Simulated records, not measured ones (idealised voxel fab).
process module | voxel trench capacitor
cross-section cut | 220 nm wide | cells 5 nm
A cross-section is a grid of square cells, given in bands from the top down. A band is one or more rows of cells.
Each band's line starts with the height of the band's top and of its bottom, in nm. Then come its materials from left to right, each with its width in nm. One material with "throughout" fills the band from edge to edge. "air" is empty space.
Height 0 is the level under which the wafer as received is all one material. The lowest band goes on downwards, as in "0 down".
A width such as "30 to 40" changes by the same amount from each row of cells to the next, from the band's top row to its bottom row.
"no change" after a step means that no cell of the cross-section changed.
closed voids: empty space of 8 cells or more with no open way to the top, each as width x height at its distance from the left edge, in nm
after a step's settings: what the simulator itself notes on the step
overlay nm, on a step with a mask: how far to the right of its planned place the mask lay; to the left if negative
plan
1 op RECEIVE | material Si
2 op CONFORMAL_DEP | material SiN | thk nm 5
3 op DIRECTIONAL_DEP | material aC | thk nm 10
4 op PATTERN | tone open | mask id TRENCH | material resist | width nm 25 | pitch nm 40 | thk nm 25 | overlay nm 0
5 op DIRECTIONAL_ETCH | etch materials aC | depth nm 10
6 op STRIP | etch materials resist
7 op DIRECTIONAL_ETCH | etch materials SiN | depth nm 5
8 op DIRECTIONAL_ETCH | etch materials Si | depth nm 25
9 op STRIP | etch materials aC
10 op CONFORMAL_DEP | material SiO2 | thk nm 5
11 op FILL_DEP | material polySi | thk nm 5
12 op CMP | height nm 5
as received, after step 1
  0 down: Si throughout
  closed voids: none
first wafer at the end, as planned
  5 to 0: SiN 35 | SiO2 5 | polySi 15 | SiO2 5 | SiN 15 | SiO2 5 | polySi 15 | SiO2 5 | SiN 15 | SiO2 5 | polySi 15 | SiO2 5 | SiN 15 | SiO2 5 | polySi 15 | SiO2 5 | SiN 40
  0 to -20: Si 35 | SiO2 5 | polySi 15 | SiO2 5 | Si 15 | SiO2 5 | polySi 15 | SiO2 5 | Si 15 | SiO2 5 | polySi 15 | SiO2 5 | Si 15 | SiO2 5 | polySi 15 | SiO2 5 | Si 40
  -20 to -25: Si 35 | SiO2 25 | Si 15 | SiO2 25 | Si 15 | SiO2 25 | Si 15 | SiO2 25 | Si 40
  -25 down: Si throughout
  closed voids: none
second wafer at the end: like start, like plan, one mistake
  5 to 0: SiN 40 | SiO2 5 | polySi 5 | SiO2 5 | SiN 25 | SiO2 5 | polySi 5 | SiO2 5 | SiN 25 | SiO2 5 | polySi 5 | SiO2 5 | SiN 25 | SiO2 5 | polySi 5 | SiO2 5 | SiN 45
  0 to -20: Si 40 | SiO2 5 | polySi 5 | SiO2 5 | Si 25 | SiO2 5 | polySi 5 | SiO2 5 | Si 25 | SiO2 5 | polySi 5 | SiO2 5 | Si 25 | SiO2 5 | polySi 5 | SiO2 5 | Si 45
  -20 to -25: Si 40 | SiO2 15 | Si 25 | SiO2 15 | Si 25 | SiO2 15 | Si 25 | SiO2 15 | Si 45
  -25 down: Si throughout
  closed voids: none
what went wrong: step 4 ran as: op PATTERN | tone open | mask id TRENCH | material resist | width nm 15 | pitch nm 40 | thk nm 25 | overlay nm 0
at the end the second wafer has, in cells: 40 more of Si | 8 more of SiN | 8 fewer of SiO2 | 40 fewer of polySi
